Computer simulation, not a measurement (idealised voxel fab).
The following process module bears the name voxel gate over fins.
For reference, the cross-section in this document is cut, with width 190 nm and square cells of 5 nm.
Just so we're on the same page, the cross-sections are grids of square cells, and they're listed out in bands top to bottom, each band one or more rows deep.
Read a band's entry like this: the first values are the height of its top and the height of its bottom in nm, and what follows is the sequence of materials from left to right, each with its width in nm. Note that "blank" is empty space, and that a single material marked "full width" reaches across the band from edge to edge.
Where do heights start? At 0: under that level the wafer as delivered is made of one material only. And the lowest band has no floor; it just carries on downward, as in "from 0 down".
A width such as "30->40" changes by the same amount from each row of cells to the next, from the band's top row to its bottom row.
No cell of the cross-section changed in a step that is given as "left unchanged".
Each empty space that has no open way to the top and spans at least 8 cells appears under "Non-vented voids" as width x height at distance, the distance counted from the left edge, all in nm.
Text after the settings on a step's line: the simulator's own remark on that step.
Among the settings permitted on a step's line is "overlay nm"; applied to a step with a mask, it specifies the extent to which the mask lay to the right of its planned position, whereas a negative figure signifies a position to the left.

Set out below are the planned steps of the process:
1 RECEIVE: material Si
2 CONFORMAL_DEP: material SiN, thk nm 10
3 DIRECTIONAL_DEP: material aC, thk nm 15
4 PATTERN: tone cover, mask id FINS, material resist, width nm 15, pitch nm 40, thk nm 30, overlay nm 0
5 DIRECTIONAL_ETCH: etch materials aC, depth nm 15
6 STRIP: etch materials resist
7 DIRECTIONAL_ETCH: etch materials SiN, depth nm 10
8 DIRECTIONAL_ETCH: etch materials Si, depth nm 30
9 STRIP: etch materials aC
10 FILL_DEP: material SiO2, thk nm 10
11 CMP: height nm 10
12 SELECTIVE_ETCH: etch materials SiO2, depth nm 25
13 STRIP: etch materials SiN
14 CONFORMAL_DEP: material HfO2, thk nm 5
15 CONFORMAL_DEP: material TiN, thk nm 5
16 CONFORMAL_DEP: material TiAl, thk nm 5
17 CONFORMAL_DEP: material TiN, thk nm 5
18 FILL_DEP: material W, thk nm 10
19 CMP: height nm 25
20 CONFORMAL_DEP: material SiCN, thk nm 5

As-received state of the wafer in cross-section, equivalent to post-step 1:
> from 0 down: Si full width
> Non-vented voids: none

a wafer at the end: this start, this plan, one mistake:
> from 30 to 25: SiCN full width
> from 25 to 20: W full width
> from 20 to 15: W: 20  TiN: 135  W: 35
> from 15 to 10: W: 20  TiN: 5  TiAl: 125  TiN: 5  W: 35
> from 10 to 5: W: 20  TiN: 5  TiAl: 5  TiN: 35  TiAl: 5  TiN: 35  TiAl: 5  TiN: 35  TiAl: 5  TiN: 5  W: 35
> from 5 to 0: TiN: 25  TiAl: 5  TiN: 5  HfO2: 25  TiN: 5  TiAl: 5  TiN: 5  HfO2: 25  TiN: 5  TiAl: 5  TiN: 5  HfO2: 25  TiN: 5  TiAl: 5  TiN: 40
> from 0 to -5: TiAl: 30  TiN: 5  HfO2: 5  Si: 15  HfO2: 5  TiN: 5  TiAl: 5  TiN: 5  HfO2: 5  Si: 15  HfO2: 5  TiN: 5  TiAl: 5  TiN: 5  HfO2: 5  Si: 15  HfO2: 5  TiN: 5  TiAl: 45
> from -5 to -10: TiN: 35  HfO2: 5  Si: 15  HfO2: 5  TiN: 15  HfO2: 5  Si: 15  HfO2: 5  TiN: 15  HfO2: 5  Si: 15  HfO2: 5  TiN: 50
> from -10 to -15: HfO2: 40  Si: 15  HfO2: 25  Si: 15  HfO2: 25  Si: 15  HfO2: 55
> from -15 to -30: SiO2: 40  Si: 15  SiO2: 25  Si: 15  SiO2: 25  Si: 15  SiO2: 55
> from -30 down: Si full width
> Non-vented voids: none
In executing the process, a mistake was made relative to the plan: note that step 4 departed from the planned setting and was carried out as PATTERN: tone cover, mask id FINS, material resist, width nm 15, pitch nm 40, thk nm 30, overlay nm -5
